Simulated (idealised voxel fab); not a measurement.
Process module heading - voxel spacer lines
Section cut is 165 nm wide and gridded with 5 nm square cells.
Cross-section = grid of square cells, listed top down in bands; band = one or more rows. Within each band entry, the heights of the top and of the bottom of the band appear first, in that order and in nm; the materials of the band then follow from left to right, each with its corresponding width in nm. The designation "edge to edge" on a single material indicates that it fills the band from edge to edge; the designation "empty" indicates empty space. The reference from which all heights are counted is 0, the level beneath which the as-received wafer is entirely one material; the lowest band, having no lower bound, proceeds downward and is written after the example "0 nm and below". Quick explanation for "30 to 40": the width changes in equal steps down the rows of cells, from the first number in the band's top row to the second number in its bottom row. Given "nothing was modified" for a step, no cell of the cross-section differs between before and after that step. Closed-off voids of 8+ cells (no open route to the top) go in "Enclosed void listing", written width x height at distance from the left edge, in nm. On each step's line, the part that comes after the settings is the simulator's own comment on the step. overlay nm: on a step with a mask, how far right of its planned place the mask lay; negative means left.

THE PLANNED PROCESS STEPS ARE ENUMERATED HEREUNDER
1,RECEIVE (material Si)
2,CONFORMAL_DEP (material Al2O3; thk nm 5)
3,DIRECTIONAL_DEP (material polySi; thk nm 15)
4,DIRECTIONAL_DEP (material aC; thk nm 25)
5,PATTERN (tone cover; mask id MANDREL; material resist; width nm 20; pitch nm 60; thk nm 30; overlay nm 0)
6,DIRECTIONAL_ETCH (etch materials aC; depth nm 25)
7,STRIP (etch materials resist)
8,CONFORMAL_DEP (material SiO2; thk nm 10)
9,DIRECTIONAL_ETCH (etch materials SiO2; depth nm 10)
10,STRIP (etch materials aC)
11,DIRECTIONAL_ETCH (etch materials polySi; depth nm 15)
12,STRIP (etch materials SiO2)

WAFER AS RECEIVED: CROSS-SECTION FOLLOWING STEP 1
0 nm and below  Si edge to edge
Enclosed void listing: none

FIRST OF TWO WAFERS AT THE END OF THE MODULE, SHOWN IN CROSS-SECTION; RUN CARRIED OUT AS PLANNED
20 nm to 5 nm  empty: 30 | polySi: 10 | empty: 20 | polySi: 10 | empty: 20 | polySi: 10 | empty: 20 | polySi: 10 | empty: 35
5 nm to 0 nm  Al2O3 edge to edge
0 nm and below  Si edge to edge
Enclosed void listing: none

THIS IS THE SECOND OF THE TWO WAFERS, CROSS-SECTIONED AT THE END OF THE MODULE; IT STARTED EXACTLY LIKE THE FIRST AND WAS GIVEN THE SAME PLAN, BUT IT WAS RUN WITH ONE MISTAKE
35 nm to 20 nm  empty: 30 | polySi: 10 | empty: 20 | polySi: 10 | empty: 20 | polySi: 10 | empty: 20 | polySi: 10 | empty: 35
20 nm to 5 nm  polySi edge to edge
5 nm to 0 nm  Al2O3 edge to edge
0 nm and below  Si edge to edge
Enclosed void listing: none
Deviation noted in wafer processing: step 3 in the plan was executed twice
Materials where the second wafer ends with more or fewer cells than the first: polySi +99
